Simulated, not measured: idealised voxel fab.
process module | voxel tone inversion
cross-section cut | 255 nm wide | cells 5 nm
A cross-section is a grid of square cells, given in bands from the top down. A band is one or more rows of cells.
Each band's line starts with the height of the band's top and of its bottom, in nm. Then come its materials from left to right, each with its width in nm. One material with "throughout" fills the band from edge to edge. "air" is empty space.
Height 0 is the level under which the wafer as received is all one material. The lowest band goes on downwards, as in "0 down".
A width such as "30 to 40" changes by the same amount from each row of cells to the next, from the band's top row to its bottom row.
"no change" after a step means that no cell of the cross-section changed.
closed voids: empty space of 8 cells or more with no open way to the top, each as width x height at its distance from the left edge, in nm
after a step's settings: what the simulator itself notes on the step
overlay nm, on a step with a mask: how far to the right of its planned place the mask lay; to the left if negative
plan
1 op RECEIVE | material Si
2 op CONFORMAL_DEP | material SiCN | thk nm 5
3 op DIRECTIONAL_DEP | material polySi | thk nm 15
4 op PATTERN | tone cover | mask id POSTS | material resist | width nm 25 | pitch nm 45 | thk nm 20 | overlay nm 0
5 op DIRECTIONAL_ETCH | etch materials polySi | depth nm 15
6 op STRIP | etch materials resist
7 op FILL_DEP | material lowk | thk nm 5
8 op CMP | height nm 20
9 op STRIP | etch materials polySi
10 op CONFORMAL_DEP | material TiN | thk nm 5
11 op FILL_DEP | material Ru | thk nm 10
12 op CMP | height nm 20
13 op CONFORMAL_DEP | material SiCN | thk nm 5
as received, after step 1
  0 down: Si throughout
  closed voids: none
first wafer at the end, as planned
  25 to 20: SiCN throughout
  20 to 10: lowk 90 | TiN 5 | Ru 15 | TiN 5 | lowk 20 | TiN 5 | Ru 15 | TiN 5 | lowk 95
  10 to 5: lowk 90 | TiN 25 | lowk 20 | TiN 25 | lowk 95
  5 to 0: SiCN throughout
  0 down: Si throughout
  closed voids: none
second wafer at the end: like start, like plan, one mistake
  25 to 20: SiCN throughout
  20 to 15: Ru throughout
  15 to 10: TiN 95 | Ru 15 | TiN 30 | Ru 15 | TiN 100
  10 to 5: lowk 90 | TiN 25 | lowk 20 | TiN 25 | lowk 95
  5 to 0: SiCN throughout
  0 down: Si throughout
  closed voids: none
what went wrong: step 8 ran as: op CMP | height nm 10
at the end the second wafer has, in cells: 45 more of Ru | 37 more of TiN | 82 fewer of lowk
